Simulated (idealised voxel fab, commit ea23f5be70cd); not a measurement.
You're looking at the process module voxel wiring stack.
We display cut, a cross-section 260 nm in width whose square cells are each 5 nm.
When this document writes out a cross-section, it uses a grid of square cells and lists it as bands, beginning at the top and moving down, with a band standing for one or more rows of cells.
Heads up on the band format: heights come first, top then bottom, in nm. After that it's the materials left to right, each with its width in nm. A single material flagged "edge to edge" fills the whole band edge to edge, and "air" means there's empty space there.
Measure heights from 0. That's the level where, below it, the as-received wafer is all one material. The lowest band is bottomless and extends downward; write it as in "0 -> down".
Per-row width for "30->40": begins at first number (top row of band), ends at second number (bottom row), increment between rows held constant.
"same as before" for a step: no cell of the cross-section changed in that step.
Entry "Enclosed cavities". Content: empty spaces with no open connection to the top, size 8 cells or greater. Each: width x height at distance. Distance: from left edge. Unit: nm.
Text after the settings on a step's line: the simulator's own remark on that step.
Among the settings permitted on a step's line is "overlay nm"; applied to a step with a mask, it specifies the extent to which the mask lay to the right of its planned position, whereas a negative figure signifies a position to the left.

## Below is the list of planned process steps
1) op RECEIVE | material Si
2) op CONFORMAL_DEP | material SiO2 | thk nm 15
3) op DIRECTIONAL_DEP | material TiN | thk nm 5
4) op DIRECTIONAL_DEP | material W | thk nm 20
5) op PATTERN | tone cover | mask id METAL_1 | material resist | width nm 20 | pitch nm 45 | thk nm 15 | overlay nm 0
6) op DIRECTIONAL_ETCH | etch materials W | depth nm 20
7) op DIRECTIONAL_ETCH | etch materials TiN | depth nm 5
8) op STRIP | etch materials resist
9) op FILL_DEP | material SiO2 | thk nm 10
10) op CMP | height nm 40
11) op CONFORMAL_DEP | material SiCN | thk nm 5
12) op DIRECTIONAL_DEP | material lowk | thk nm 30
13) op DIRECTIONAL_DEP | material aC | thk nm 10
14) op PATTERN | tone open | mask id METAL_2_HOLES | material resist | width nm 15 | pitch nm 90 | thk nm 30 | overlay nm 0
15) op DIRECTIONAL_ETCH | etch materials aC | depth nm 10
16) op STRIP | etch materials resist
17) op DIRECTIONAL_ETCH | etch materials lowk | depth nm 30
18) op STRIP | etch materials aC
19) op PATTERN | tone open | mask id METAL_2 | material resist | width nm 20 | pitch nm 45 | thk nm 15 | overlay nm 0
20) op DIRECTIONAL_ETCH | etch materials lowk | depth nm 20
21) op DIRECTIONAL_ETCH | etch materials SiCN | depth nm 5
22) op STRIP | etch materials resist
23) op CONFORMAL_DEP | material TiN | thk nm 5
24) op FILL_DEP | material Ru | thk nm 5
25) op CMP | height nm 75
26) op CONFORMAL_DEP | material SiCN | thk nm 5
27) op DIRECTIONAL_DEP | material lowk | thk nm 10
28) op DIRECTIONAL_DEP | material aC | thk nm 15
29) op PATTERN | tone open | mask id PLUG_2 | material resist | width nm 15 | pitch nm 45 | thk nm 30 | overlay nm 0
30) op DIRECTIONAL_ETCH | etch materials aC | depth nm 15
31) op STRIP | etch materials resist
32) op DIRECTIONAL_ETCH | etch materials lowk | depth nm 10
33) op DIRECTIONAL_ETCH | etch materials SiCN | depth nm 5
34) op STRIP | etch materials aC
35) op CONFORMAL_DEP | material TiN | thk nm 5
36) op FILL_DEP | material Ru | thk nm 10
37) op CMP | height nm 90
38) op DIRECTIONAL_DEP | material TiN | thk nm 5
39) op DIRECTIONAL_DEP | material W | thk nm 15
40) op PATTERN | tone cover | mask id METAL_3 | material resist | width nm 20 | pitch nm 45 | thk nm 15 | overlay nm 0
41) op DIRECTIONAL_ETCH | etch materials W | depth nm 15
42) op DIRECTIONAL_ETCH | etch materials TiN | depth nm 5
43) op STRIP | etch materials resist
44) op FILL_DEP | material lowk | thk nm 5
45) op CMP | height nm 110
46) op CONFORMAL_DEP | material SiN | thk nm 5
Split variable: thk nm, step 35. Plan value = first wafer. Wafers start alike.

## Received condition of the first of several wafers, sectioned: post-step 1
    0 -> down | Si edge to edge
    Enclosed cavities: none

## Cross-section of the first of several wafers once the module has run through its last step, step 46
    115 -> 110 | SiN edge to edge
    110 -> 95 | lowk 50, W 20, lowk 25, W 20, lowk 25, W 20, lowk 25, W 20, lowk 55
    95 -> 90 | lowk 50, TiN 20, lowk 25, TiN 20, lowk 25, TiN 20, lowk 25, TiN 20, lowk 55
    90 -> 80 | lowk 50, TiN 5, Ru 5, TiN 5, lowk 30, TiN 5, Ru 5, TiN 5, lowk 30, TiN 5, Ru 5, TiN 5, lowk 30, TiN 5, Ru 5, TiN 5, lowk 60
    80 -> 75 | SiCN 50, TiN 15, SiCN 30, TiN 15, SiCN 30, TiN 15, SiCN 30, TiN 15, SiCN 60
    75 -> 60 | lowk 50, TiN 5, Ru 10, TiN 5, lowk 25, TiN 5, Ru 10, TiN 5, lowk 25, TiN 5, Ru 10, TiN 5, lowk 25, TiN 5, Ru 10, TiN 5, lowk 55
    60 -> 55 | lowk 50, TiN 5, Ru 5, TiN 10, lowk 25, TiN 20, lowk 25, TiN 5, Ru 5, TiN 10, lowk 25, TiN 20, lowk 55
    55 -> 45 | lowk 50, TiN 5, Ru 5, TiN 5, lowk 75, TiN 5, Ru 5, TiN 5, lowk 105
    45 -> 40 | SiCN 50, TiN 15, SiCN 75, TiN 15, SiCN 105
    40 -> 20 | SiO2 50, W 20, SiO2 25, W 20, SiO2 25, W 20, SiO2 25, W 20, SiO2 55
    20 -> 15 | SiO2 50, TiN 20, SiO2 25, TiN 20, SiO2 25, TiN 20, SiO2 25, TiN 20, SiO2 55
    15 -> 0 | SiO2 edge to edge
    0 -> down | Si edge to edge
    Enclosed cavities: none

## Last-wafer cross-section at the end of the module
    115 -> 110 | SiN edge to edge
    110 -> 95 | lowk 50, W 20, lowk 25, W 20, lowk 25, W 20, lowk 25, W 20, lowk 55
    95 -> 90 | lowk 50, TiN 20, lowk 25, TiN 20, lowk 25, TiN 20, lowk 25, TiN 20, lowk 55
    90 -> 80 | lowk 50, TiN 15, lowk 30, TiN 15, lowk 30, TiN 15, lowk 30, TiN 15, lowk 60
    80 -> 75 | SiCN 50, TiN 15, SiCN 30, TiN 15, SiCN 30, TiN 15, SiCN 30, TiN 15, SiCN 60
    75 -> 60 | lowk 50, TiN 5, Ru 10, TiN 5, lowk 25, TiN 5, Ru 10, TiN 5, lowk 25, TiN 5, Ru 10, TiN 5, lowk 25, TiN 5, Ru 10, TiN 5, lowk 55
    60 -> 55 | lowk 50, TiN 5, Ru 5, TiN 10, lowk 25, TiN 20, lowk 25, TiN 5, Ru 5, TiN 10, lowk 25, TiN 20, lowk 55
    55 -> 45 | lowk 50, TiN 5, Ru 5, TiN 5, lowk 75, TiN 5, Ru 5, TiN 5, lowk 105
    45 -> 40 | SiCN 50, TiN 15, SiCN 75, TiN 15, SiCN 105
    40 -> 20 | SiO2 50, W 20, SiO2 25, W 20, SiO2 25, W 20, SiO2 25, W 20, SiO2 55
    20 -> 15 | SiO2 50, TiN 20, SiO2 25, TiN 20, SiO2 25, TiN 20, SiO2 25, TiN 20, SiO2 55
    15 -> 0 | SiO2 edge to edge
    0 -> down | Si edge to edge
    Enclosed cavities: none

## Below, a row for every wafer. Read it as the end-of-module picture: for each material the wafer shows its cells gained (+) or lost (-) since it was received, and then its closed voids
thk nm 5, +38 Ru, +86 SiCN, +52 SiN, +336 SiO2, +112 TiN, +112 W, +460 lowk, Enclosed cavities: none
thk nm 10, +30 Ru, +86 SiCN, +52 SiN, +336 SiO2, +120 TiN, +112 W, +460 lowk, Enclosed cavities: none
thk nm 15, +30 Ru, +86 SiCN, +52 SiN, +336 SiO2, +120 TiN, +112 W, +460 lowk, Enclosed cavities: none
thk nm 20, +30 Ru, +86 SiCN, +52 SiN, +336 SiO2, +120 TiN, +112 W, +460 lowk, Enclosed cavities: none
